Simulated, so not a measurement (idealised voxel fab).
process module | voxel trench capacitor
cross-section cut | 300 nm wide | cells 5 nm
A cross-section is a grid of square cells, given in bands from the top down. A band is one or more rows of cells.
Each band's line starts with the height of the band's top and of its bottom, in nm. Then come its materials from left to right, each with its width in nm. One material with "throughout" fills the band from edge to edge. "air" is empty space.
Height 0 is the level under which the wafer as received is all one material. The lowest band goes on downwards, as in "0 down".
A width such as "30 to 40" changes by the same amount from each row of cells to the next, from the band's top row to its bottom row.
"no change" after a step means that no cell of the cross-section changed.
closed voids: empty space of 8 cells or more with no open way to the top, each as width x height at its distance from the left edge, in nm
after a step's settings: what the simulator itself notes on the step
overlay nm, on a step with a mask: how far to the right of its planned place the mask lay; to the left if negative
plan
1 op RECEIVE | material Si
2 op CONFORMAL_DEP | material SiN | thk nm 5
3 op DIRECTIONAL_DEP | material aC | thk nm 10
4 op PATTERN | tone open | mask id TRENCH | material resist | width nm 15 | pitch nm 35 | thk nm 25 | overlay nm -15
5 op DIRECTIONAL_ETCH | etch materials aC | depth nm 10
6 op STRIP | etch materials resist
7 op DIRECTIONAL_ETCH | etch materials SiN | depth nm 5
8 op DIRECTIONAL_ETCH | etch materials Si | depth nm 40
9 op STRIP | etch materials aC
10 op CONFORMAL_DEP | material SiO2 | thk nm 5
11 op FILL_DEP | material polySi | thk nm 5
12 op CMP | height nm 5
varied across the wafers: overlay nm of step 4. The plan shows the first wafer's value. All wafers start alike
first wafer as received, after step 1
  0 down: Si throughout
  closed voids: none
first wafer at the end, after step 12
  5 to 0: SiN 75 | SiO2 5 | polySi 5 | SiO2 5 | SiN 20 | SiO2 5 | polySi 5 | SiO2 5 | SiN 20 | SiO2 5 | polySi 5 | SiO2 5 | SiN 20 | SiO2 5 | polySi 5 | SiO2 5 | SiN 105
  0 to -35: Si 75 | SiO2 5 | polySi 5 | SiO2 5 | Si 20 | SiO2 5 | polySi 5 | SiO2 5 | Si 20 | SiO2 5 | polySi 5 | SiO2 5 | Si 20 | SiO2 5 | polySi 5 | SiO2 5 | Si 105
  -35 to -40: Si 75 | SiO2 15 | Si 20 | SiO2 15 | Si 20 | SiO2 15 | Si 20 | SiO2 15 | Si 105
  -40 down: Si throughout
  closed voids: none
last wafer at the end
  5 to 0: SiN 105 | SiO2 5 | polySi 5 | SiO2 5 | SiN 20 | SiO2 5 | polySi 5 | SiO2 5 | SiN 20 | SiO2 5 | polySi 5 | SiO2 5 | SiN 20 | SiO2 5 | polySi 5 | SiO2 5 | SiN 75
  0 to -35: Si 105 | SiO2 5 | polySi 5 | SiO2 5 | Si 20 | SiO2 5 | polySi 5 | SiO2 5 | Si 20 | SiO2 5 | polySi 5 | SiO2 5 | Si 20 | SiO2 5 | polySi 5 | SiO2 5 | Si 75
  -35 to -40: Si 105 | SiO2 15 | Si 20 | SiO2 15 | Si 20 | SiO2 15 | Si 20 | SiO2 15 | Si 75
  -40 down: Si throughout
  closed voids: none
each wafer at the end: cells of each material gained (+) or lost (-) since it was received, then its closed voids
overlay nm -15 | -96 Si | +48 SiN | +76 SiO2 | +32 polySi | closed voids: none
overlay nm -10 | -96 Si | +48 SiN | +76 SiO2 | +32 polySi | closed voids: none
overlay nm -5 | -96 Si | +48 SiN | +76 SiO2 | +32 polySi | closed voids: none
overlay nm 0 | -96 Si | +48 SiN | +76 SiO2 | +32 polySi | closed voids: none
overlay nm 5 | -96 Si | +48 SiN | +76 SiO2 | +32 polySi | closed voids: none
overlay nm 10 | -96 Si | +48 SiN | +76 SiO2 | +32 polySi | closed voids: none
overlay nm 15 | -96 Si | +48 SiN | +76 SiO2 | +32 polySi | closed voids: none
